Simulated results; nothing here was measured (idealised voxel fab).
Name of the process module below: voxel ribs on slabs
Displayed cross-section: cut, width of 190 nm, square cells sized 5 nm.
In this document a cross-section is written as a grid of square cells. It is given as a series of bands, listed from the top down, and a band is one or more rows of cells. For a band, the entry starts with two heights in nm, that of the top and then that of the bottom, and carries on with the band's materials in order from left to right, each alongside its width in nm; the word "full width" beside a single material means it fills the band edge to edge, and "blank" means empty space. Counting heights begins at 0, where everything beneath is, in the wafer as received, one material. The lowest band has no bottom; it goes on downwards, as "top 0, no bottom" shows. With a width like "30 to 40", each row of cells in the band differs from the next by the same amount, the top row carrying the first number and the bottom row the second. Reading "no change" for a step: not a cell of the cross-section changed in it. For the entry "Closed void list", the listed items are empty spaces with no open way to the top whose size is 8 cells or more; each item follows the pattern width x height at distance, where distance is from the left edge and all three are in nm. Read whatever lies past the settings on a step's line as the simulator's own remark about the step. overlay nm: how far to the right of its planned place the mask lay on this masked step (negative: to the left).
**Steps planned for the process**
1: RECEIVE,material Si
2: DIRECTIONAL_DEP,material SiO2,thk nm 25
3: DIRECTIONAL_DEP,material SiN,thk nm 15
4: PATTERN,tone cover,mask id RIB,material resist,width nm 25,thk nm 20,overlay nm 0
5: DIRECTIONAL_ETCH,etch materials SiN,depth nm 10
6: STRIP,etch materials resist
7: MASKED_ETCH,tone cover,mask id SLAB,width nm 75,etch materials SiN,depth nm 5,overlay nm 0
8: FILL_DEP,material SiO2,thk nm 15
9: CMP,height nm 50
10: DIRECTIONAL_DEP,material W,thk nm 5
11: PATTERN,tone cover,mask id HEATER,material resist,width nm 35,thk nm 20,overlay nm 0
12: DIRECTIONAL_ETCH,etch materials W,depth nm 5
13: STRIP,etch materials resist
14: CONFORMAL_DEP,material SiN,thk nm 10
**Cross-section: wafer on arrival = after step 1**
top 0, no bottom = Si full width
Closed void list: none
**Sectioned view, first of two wafers, at the close of the module, processed as intended in the plan**
top 65, bottom 60 = 65 of blank | 55 of SiN | 70 of blank
top 60, bottom 55 = SiN full width
top 55, bottom 50 = 75 of SiN | 35 of W | 80 of SiN
top 50, bottom 40 = SiO2 full width
top 40, bottom 30 = 80 of SiO2 | 25 of SiN | 85 of SiO2
top 30, bottom 25 = 55 of SiO2 | 75 of SiN | 60 of SiO2
top 25, bottom 0 = SiO2 full width
top 0, no bottom = Si full width
Closed void list: none
**Cross-sectional image of the second wafer of the two following completion of the module. Starting state and process plan were the same as for the first wafer; one execution error occurred**
top 65, bottom 60 = 65 of blank | 55 of SiN | 70 of blank
top 60, bottom 55 = SiN full width
top 55, bottom 50 = 75 of SiN | 35 of W | 80 of SiN
top 50, bottom 15 = SiO2 full width
top 15, bottom 0 = SiN full width
top 0, no bottom = Si full width
Closed void list: none
Plan not followed: transposition of steps 2 and 3 relative to the planned sequence
Final difference in cells, second wafer against first, listed per material as more or fewer: SiN: 89 more; SiO2: 89 fewer
